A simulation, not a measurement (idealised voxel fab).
You're looking at the process module voxel plated lines.
Square cells of 5 nm make up the cross-section cut, whose width is 260 nm.
A cross-section is a grid of square cells, given in bands from the top down. A band is one or more rows of cells. What a band's entry tells you: where the top is and where the bottom is, as heights in nm, and after that what lies inside, material by material from left to right, each with its width in nm. Empty space is written as the word "empty", and a single material marked with the word "throughout" occupies the band from edge to edge. Beneath 0, the wafer as received is one material, and that level is where height counting begins. The lowest band goes on downward without a bottom; it is written like "top 0, no bottom". Note: "30 to 40" means the width goes from the first number (top row of the band) to the second number (bottom row) in equal steps per row of cells. It should be understood that the words "nothing got changed", when stated for a given step, signify that the cross-section underwent no change in any of its cells during that step. Reported under the label "Sealed cavities" are the empty spaces having no open way to the top and comprising 8 cells or more; the notation for each is width x height at distance, in which the distance is measured from the left edge and all three values are in nm. It should be noted that, on the line of a given step, the content following the step's settings is a remark produced by the simulator itself with respect to that step. overlay nm: how far to the right of its planned place the mask lay on this masked step (negative: to the left).
Planned step list for the process:
1 RECEIVE | material Si
2 CONFORMAL_DEP | material SiN | thk nm 15
3 DIRECTIONAL_DEP | material TiN | thk nm 5
4 PATTERN | tone open | mask id LINES | material resist | width nm 15 | pitch nm 30 | thk nm 15 | overlay nm 0
5 EPI | material Ru | thk nm 10
6 STRIP | etch materials resist
7 DIRECTIONAL_ETCH | etch materials TiN | depth nm 5
8 CONFORMAL_DEP | material SiCN | thk nm 5
Across this set of wafers, the varied parameter is the thk nm of step 8. Starting conditions are identical for every wafer, and the plan reports the value assigned to the first wafer.
As-received state after step 1, first of several wafers, cross-section:
* top 0, no bottom  Si throughout
* Sealed cavities: none
Here's the first of several wafers in cross-section, end of the module, after the last step, step 8:
* top 35, bottom 30  85 of empty; 25 of SiCN; 5 of empty; 25 of SiCN; 5 of empty; 25 of SiCN; 90 of empty
* top 30, bottom 20  85 of empty; 5 of SiCN; 15 of Ru; 5 of SiCN; 5 of empty; 5 of SiCN; 15 of Ru; 5 of SiCN; 5 of empty; 5 of SiCN; 15 of Ru; 5 of SiCN; 90 of empty
* top 20, bottom 15  90 of SiCN; 15 of TiN; 15 of SiCN; 15 of TiN; 15 of SiCN; 15 of TiN; 95 of SiCN
* top 15, bottom 0  SiN throughout
* top 0, no bottom  Si throughout
* Sealed cavities: none
At the end of the module, the last of several wafers in cross-section:
* top 55, bottom 40  65 of empty; 125 of SiCN; 70 of empty
* top 40, bottom 30  SiCN throughout
* top 30, bottom 20  90 of SiCN; 15 of Ru; 15 of SiCN; 15 of Ru; 15 of SiCN; 15 of Ru; 95 of SiCN
* top 20, bottom 15  90 of SiCN; 15 of TiN; 15 of SiCN; 15 of TiN; 15 of SiCN; 15 of TiN; 95 of SiCN
* top 15, bottom 0  SiN throughout
* top 0, no bottom  Si throughout
* Sealed cavities: none
each wafer at the end: cells of each material gained (+) or lost (-) since it was received, then its closed voids:
thk nm 5 | +18 Ru | +70 SiCN | +156 SiN | +9 TiN | Sealed cavities: none
thk nm 10 | +18 Ru | +134 SiCN | +156 SiN | +9 TiN | Sealed cavities: none
thk nm 15 | +18 Ru | +192 SiCN | +156 SiN | +9 TiN | Sealed cavities: none
thk nm 20 | +18 Ru | +250 SiCN | +156 SiN | +9 TiN | Sealed cavities: none
thk nm 25 | +18 Ru | +308 SiCN | +156 SiN | +9 TiN | Sealed cavities: none
